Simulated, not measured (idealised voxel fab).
The process module that follows is named voxel spacer lines.
The width of the displayed cross-section, cut, is 280 nm; its cells are square, with a size of 5 nm.
Cross-section = grid of square cells, listed top down in bands; band = one or more rows.
In this notation a band is specified by the heights of its top and bottom, in that order and in nm, after which its materials appear from left to right, each paired with its width in nm. The word "full width" attached to a single material means that material fills the band from edge to edge; the word "empty" stands for empty space.
Height datum 0, below which the as-received substrate wafer is one material. Lowest band open at the bottom, running downward: "from 0 down".
The expression "30->40" gives the width at the extremes of the band, the first number at its top row of cells and the second at its bottom row, with the width changing by equal amounts from each row to the next in between.
When a step is marked "nothing altered", none of the cells in the cross-section changed during that step.
"Entrapped void list" means: voids of 8 cells or more that are shut off from the top with no open way through. Written width x height at distance, distance from the left edge, in nm.
after a step's settings: what the simulator itself notes on the step
When a step includes a mask, the "overlay nm" setting on its line states how far to the right of its planned place that mask lay, and negative values state how far to the left.
Process steps - plan
- 1: RECEIVE,material Si
- 2: CONFORMAL_DEP,material Al2O3,thk nm 10
- 3: DIRECTIONAL_DEP,material SiN,thk nm 10
- 4: DIRECTIONAL_DEP,material aC,thk nm 20
- 5: PATTERN,tone cover,mask id MANDREL,material resist,width nm 25,pitch nm 70,thk nm 30,overlay nm 0
- 6: DIRECTIONAL_ETCH,etch materials aC,depth nm 20
- 7: STRIP,etch materials resist
- 8: CONFORMAL_DEP,material SiO2,thk nm 10
- 9: DIRECTIONAL_ETCH,etch materials SiO2,depth nm 10
- 10: STRIP,etch materials aC
- 11: DIRECTIONAL_ETCH,etch materials SiN,depth nm 10
- 12: STRIP,etch materials SiO2
The first of two wafers, run as planned
Here's what the wafer looked like in cross-section when it arrived - that's after step 1
  from 0 down = Si full width
  Entrapped void list: none
Once step 2 is through, the wafer looks like this in cross-section
  from 10 to 0 = Al2O3 full width
  Under 0: no change, same as before.
Once step 3 is through, the wafer looks like this in cross-section
  from 20 to 10 = SiN full width
  Under 10: no change, same as before.
Once step 4 is through, the wafer looks like this in cross-section
  from 40 to 20 = aC full width
  Under 20: no change, same as before.
Once step 5 is through, the wafer looks like this in cross-section
  from 70 to 40 = 55 empty; 25 resist; 45 empty; 25 resist; 45 empty; 25 resist; 60 empty
  Under 40: no change, same as before.
Once step 6 is through, the wafer looks like this in cross-section
  from 50 to 40 = 55 empty; 25 resist; 45 empty; 25 resist; 45 empty; 25 resist; 60 empty
  from 40 to 20 = 55 empty; 25 aC; 45 empty; 25 aC; 45 empty; 25 aC; 60 empty
  Under 20: no change, same as before.
Once step 7 is through, the wafer looks like this in cross-section
  from 40 to 20 = 55 empty; 25 aC; 45 empty; 25 aC; 45 empty; 25 aC; 60 empty
  Under 20: no change, same as before.
Once step 8 is through, the wafer looks like this in cross-section
  from 50 to 40 = 45 empty; 45 SiO2; 25 empty; 45 SiO2; 25 empty; 45 SiO2; 50 empty
  from 40 to 30 = 45 empty; 10 SiO2; 25 aC; 10 SiO2; 25 empty; 10 SiO2; 25 aC; 10 SiO2; 25 empty; 10 SiO2; 25 aC; 10 SiO2; 50 empty
  from 30 to 20 = 55 SiO2; 25 aC; 45 SiO2; 25 aC; 45 SiO2; 25 aC; 60 SiO2
  Under 20: no change, same as before.
Once step 9 is through, the wafer looks like this in cross-section
  from 40 to 20 = 45 empty; 10 SiO2; 25 aC; 10 SiO2; 25 empty; 10 SiO2; 25 aC; 10 SiO2; 25 empty; 10 SiO2; 25 aC; 10 SiO2; 50 empty
  Under 20: no change, same as before.
Once step 10 is through, the wafer looks like this in cross-section
  from 40 to 20 = 45 empty; 10 SiO2; 25 empty; 10 SiO2; 25 empty; 10 SiO2; 25 empty; 10 SiO2; 25 empty; 10 SiO2; 25 empty; 10 SiO2; 50 empty
  Under 20: no change, same as before.
Once step 11 is through, the wafer looks like this in cross-section
  from 40 to 20 = 45 empty; 10 SiO2; 25 empty; 10 SiO2; 25 empty; 10 SiO2; 25 empty; 10 SiO2; 25 empty; 10 SiO2; 25 empty; 10 SiO2; 50 empty
  from 20 to 10 = 45 empty; 10 SiN; 25 empty; 10 SiN; 25 empty; 10 SiN; 25 empty; 10 SiN; 25 empty; 10 SiN; 25 empty; 10 SiN; 50 empty
  Under 10: no change, same as before.
Once step 12 is through, the wafer looks like this in cross-section
  from 20 to 10 = 45 empty; 10 SiN; 25 empty; 10 SiN; 25 empty; 10 SiN; 25 empty; 10 SiN; 25 empty; 10 SiN; 25 empty; 10 SiN; 50 empty
  Under 10: no change, same as before.
Notes, second wafer: start = first wafer's, plan = first wafer's, execution had one mistake; history identical to first through step 4
Planned end of step 5: second wafer, cross-section
  from 70 to 40 = 55 empty; 30 resist; 40 empty; 30 resist; 40 empty; 30 resist; 55 empty
  Under 40: no change, same as before.
Planned end of step 6: second wafer, cross-section
  from 50 to 40 = 55 empty; 30 resist; 40 empty; 30 resist; 40 empty; 30 resist; 55 empty
  from 40 to 20 = 55 empty; 30 aC; 40 empty; 30 aC; 40 empty; 30 aC; 55 empty
  Under 20: no change, same as before.
Planned end of step 7: second wafer, cross-section
  from 40 to 20 = 55 empty; 30 aC; 40 empty; 30 aC; 40 empty; 30 aC; 55 empty
  Under 20: no change, same as before.
Planned end of step 8: second wafer, cross-section
  from 50 to 40 = 45 empty; 50 SiO2; 20 empty; 50 SiO2; 20 empty; 50 SiO2; 45 empty
  from 40 to 30 = 45 empty; 10 SiO2; 30 aC; 10 SiO2; 20 empty; 10 SiO2; 30 aC; 10 SiO2; 20 empty; 10 SiO2; 30 aC; 10 SiO2; 45 empty
  from 30 to 20 = 55 SiO2; 30 aC; 40 SiO2; 30 aC; 40 SiO2; 30 aC; 55 SiO2
  Under 20: no change, same as before.
Planned end of step 9: second wafer, cross-section
  from 40 to 20 = 45 empty; 10 SiO2; 30 aC; 10 SiO2; 20 empty; 10 SiO2; 30 aC; 10 SiO2; 20 empty; 10 SiO2; 30 aC; 10 SiO2; 45 empty
  Under 20: no change, same as before.
Planned end of step 10: second wafer, cross-section
  from 40 to 20 = 45 empty; 10 SiO2; 30 empty; 10 SiO2; 20 empty; 10 SiO2; 30 empty; 10 SiO2; 20 empty; 10 SiO2; 30 empty; 10 SiO2; 45 empty
  Under 20: no change, same as before.
Planned end of step 11: second wafer, cross-section
  from 40 to 20 = 45 empty; 10 SiO2; 30 empty; 10 SiO2; 20 empty; 10 SiO2; 30 empty; 10 SiO2; 20 empty; 10 SiO2; 30 empty; 10 SiO2; 45 empty
  from 20 to 10 = 45 empty; 10 SiN; 30 empty; 10 SiN; 20 empty; 10 SiN; 30 empty; 10 SiN; 20 empty; 10 SiN; 30 empty; 10 SiN; 45 empty
  Under 10: no change, same as before.
Planned end of step 12: second wafer, cross-section
  from 20 to 10 = 45 empty; 10 SiN; 30 empty; 10 SiN; 20 empty; 10 SiN; 30 empty; 10 SiN; 20 empty; 10 SiN; 30 empty; 10 SiN; 45 empty
  Under 10: no change, same as before.
It is concluded that the wafer was processed incorrectly with respect to the plan, in that note that step 5 departed from the planned setting and was carried out as PATTERN,tone cover,mask id MANDREL,material resist,width nm 30,pitch nm 70,thk nm 30,overlay nm 0
When the process is done, the second wafer contains the same cell count of every material as the first wafer, but distributed over other locations.
